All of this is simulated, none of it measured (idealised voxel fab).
A process module follows: voxel spacer lines.
Square cells of 5 nm make up the cross-section cut, whose width is 155 nm.
Cross-section spec: square-cell grid; bands listed top down; each band is one or more rows.
For a band, the entry starts with two heights in nm, that of the top and then that of the bottom, and carries on with the band's materials in order from left to right, each alongside its width in nm; the word "edge to edge" beside a single material means it fills the band edge to edge, and "air" means empty space.
The reference from which all heights are counted is 0, the level beneath which the as-received wafer is entirely one material; the lowest band, having no lower bound, proceeds downward and is written after the example "top 0, no bottom".
A width given as "30->40" starts at the first number in the band's top row and ends at the second number in its bottom row, shifting by an equal amount at every step from row to row.
Where a step carries "remains unaltered", the cross-section came out of it unchanged, cell for cell.
Basically, "Enclosed voids" tells you about the enclosed voids: empty spaces with no open way to the top, 8 cells or bigger, each written width x height at distance, where distance is from the left edge, all in nm.
Read whatever lies past the settings on a step's line as the simulator's own remark about the step.
The setting "overlay nm" may be written on the line of a step. When the step uses a mask, the value reports how far to the right of the planned place the mask lay, and a negative value reports that it lay to the left.
## Intended process steps
- 1: RECEIVE (material Si)
- 2: CONFORMAL_DEP (material Al2O3; thk nm 10)
- 3: DIRECTIONAL_DEP (material SiN; thk nm 20)
- 4: DIRECTIONAL_DEP (material aC; thk nm 25)
- 5: PATTERN (tone cover; mask id MANDREL; material resist; width nm 20; pitch nm 60; thk nm 30; overlay nm 0)
- 6: DIRECTIONAL_ETCH (etch materials aC; depth nm 25)
- 7: STRIP (etch materials resist)
- 8: CONFORMAL_DEP (material SiO2; thk nm 10)
- 9: DIRECTIONAL_ETCH (etch materials SiO2; depth nm 10)
- 10: STRIP (etch materials aC)
- 11: DIRECTIONAL_ETCH (etch materials SiN; depth nm 20)
- 12: STRIP (etch materials SiO2)
## The first of a set of two wafers, run to plan
## Step 1 complete: cross-section of the wafer as received
- top 0, no bottom = Si edge to edge
- Enclosed voids: none
## Cross-section of the wafer subsequent to step 2
- top 10, bottom 0 = Al2O3 edge to edge
- Anything lower than 0 is untouched.
## Cross-section of the wafer subsequent to step 3
- top 30, bottom 10 = SiN edge to edge
- Anything lower than 10 is untouched.
## Cross-section of the wafer subsequent to step 4
- top 55, bottom 30 = aC edge to edge
- Anything lower than 30 is untouched.
## Cross-section of the wafer subsequent to step 5
- top 85, bottom 55 = 35 of air / 20 of resist / 40 of air / 20 of resist / 40 of air
- Anything lower than 55 is untouched.
## Cross-section of the wafer subsequent to step 6
- top 60, bottom 55 = 35 of air / 20 of resist / 40 of air / 20 of resist / 40 of air
- top 55, bottom 30 = 35 of air / 20 of aC / 40 of air / 20 of aC / 40 of air
- Anything lower than 30 is untouched.
## Cross-section of the wafer subsequent to step 7
- top 55, bottom 30 = 35 of air / 20 of aC / 40 of air / 20 of aC / 40 of air
- Anything lower than 30 is untouched.
## Cross-section of the wafer subsequent to step 8
- top 65, bottom 55 = 25 of air / 40 of SiO2 / 20 of air / 40 of SiO2 / 30 of air
- top 55, bottom 40 = 25 of air / 10 of SiO2 / 20 of aC / 10 of SiO2 / 20 of air / 10 of SiO2 / 20 of aC / 10 of SiO2 / 30 of air
- top 40, bottom 30 = 35 of SiO2 / 20 of aC / 40 of SiO2 / 20 of aC / 40 of SiO2
- Anything lower than 30 is untouched.
## Cross-section of the wafer subsequent to step 9
- top 55, bottom 30 = 25 of air / 10 of SiO2 / 20 of aC / 10 of SiO2 / 20 of air / 10 of SiO2 / 20 of aC / 10 of SiO2 / 30 of air
- Anything lower than 30 is untouched.
## Cross-section of the wafer subsequent to step 10
- top 55, bottom 30 = 25 of air / 10 of SiO2 / 20 of air / 10 of SiO2 / 20 of air / 10 of SiO2 / 20 of air / 10 of SiO2 / 30 of air
- Anything lower than 30 is untouched.
## Cross-section of the wafer subsequent to step 11
- top 55, bottom 30 = 25 of air / 10 of SiO2 / 20 of air / 10 of SiO2 / 20 of air / 10 of SiO2 / 20 of air / 10 of SiO2 / 30 of air
- top 30, bottom 10 = 25 of air / 10 of SiN / 20 of air / 10 of SiN / 20 of air / 10 of SiN / 20 of air / 10 of SiN / 30 of air
- Anything lower than 10 is untouched.
## Cross-section of the wafer subsequent to step 12
- top 30, bottom 10 = 25 of air / 10 of SiN / 20 of air / 10 of SiN / 20 of air / 10 of SiN / 20 of air / 10 of SiN / 30 of air
- Anything lower than 10 is untouched.
## The Second Wafer: Common Origin and Plan, One Mistake in Execution, Identical to the First Through Step 1
X-section, second wafer, when step 2 was due to finish: remains unaltered
## X-section, second wafer, when step 3 was due to finish
- top 20, bottom 0 = SiN edge to edge
- Anything lower than 0 is untouched.
## X-section, second wafer, when step 4 was due to finish
- top 45, bottom 20 = aC edge to edge
- Anything lower than 20 is untouched.
## X-section, second wafer, when step 5 was due to finish
- top 75, bottom 45 = 35 of air / 20 of resist / 40 of air / 20 of resist / 40 of air
- Anything lower than 45 is untouched.
## X-section, second wafer, when step 6 was due to finish
- top 50, bottom 45 = 35 of air / 20 of resist / 40 of air / 20 of resist / 40 of air
- top 45, bottom 20 = 35 of air / 20 of aC / 40 of air / 20 of aC / 40 of air
- Anything lower than 20 is untouched.
## X-section, second wafer, when step 7 was due to finish
- top 45, bottom 20 = 35 of air / 20 of aC / 40 of air / 20 of aC / 40 of air
- Anything lower than 20 is untouched.
## X-section, second wafer, when step 8 was due to finish
- top 55, bottom 45 = 25 of air / 40 of SiO2 / 20 of air / 40 of SiO2 / 30 of air
- top 45, bottom 30 = 25 of air / 10 of SiO2 / 20 of aC / 10 of SiO2 / 20 of air / 10 of SiO2 / 20 of aC / 10 of SiO2 / 30 of air
- top 30, bottom 20 = 35 of SiO2 / 20 of aC / 40 of SiO2 / 20 of aC / 40 of SiO2
- Anything lower than 20 is untouched.
## X-section, second wafer, when step 9 was due to finish
- top 45, bottom 20 = 25 of air / 10 of SiO2 / 20 of aC / 10 of SiO2 / 20 of air / 10 of SiO2 / 20 of aC / 10 of SiO2 / 30 of air
- Anything lower than 20 is untouched.
## X-section, second wafer, when step 10 was due to finish
- top 45, bottom 20 = 25 of air / 10 of SiO2 / 20 of air / 10 of SiO2 / 20 of air / 10 of SiO2 / 20 of air / 10 of SiO2 / 30 of air
- Anything lower than 20 is untouched.
## X-section, second wafer, when step 11 was due to finish
- top 45, bottom 20 = 25 of air / 10 of SiO2 / 20 of air / 10 of SiO2 / 20 of air / 10 of SiO2 / 20 of air / 10 of SiO2 / 30 of air
- top 20, bottom 0 = 25 of air / 10 of SiN / 20 of air / 10 of SiN / 20 of air / 10 of SiN / 20 of air / 10 of SiN / 30 of air
- Anything lower than 0 is untouched.
## X-section, second wafer, when step 12 was due to finish
- top 20, bottom 0 = 25 of air / 10 of SiN / 20 of air / 10 of SiN / 20 of air / 10 of SiN / 20 of air / 10 of SiN / 30 of air
- Anything lower than 0 is untouched.
What broke from the plan during processing? step 2 was dropped from the plan's execution and never run
FYI, end of process, the second wafer has more or fewer cells of some materials than the first: Al2O3: 62 fewer
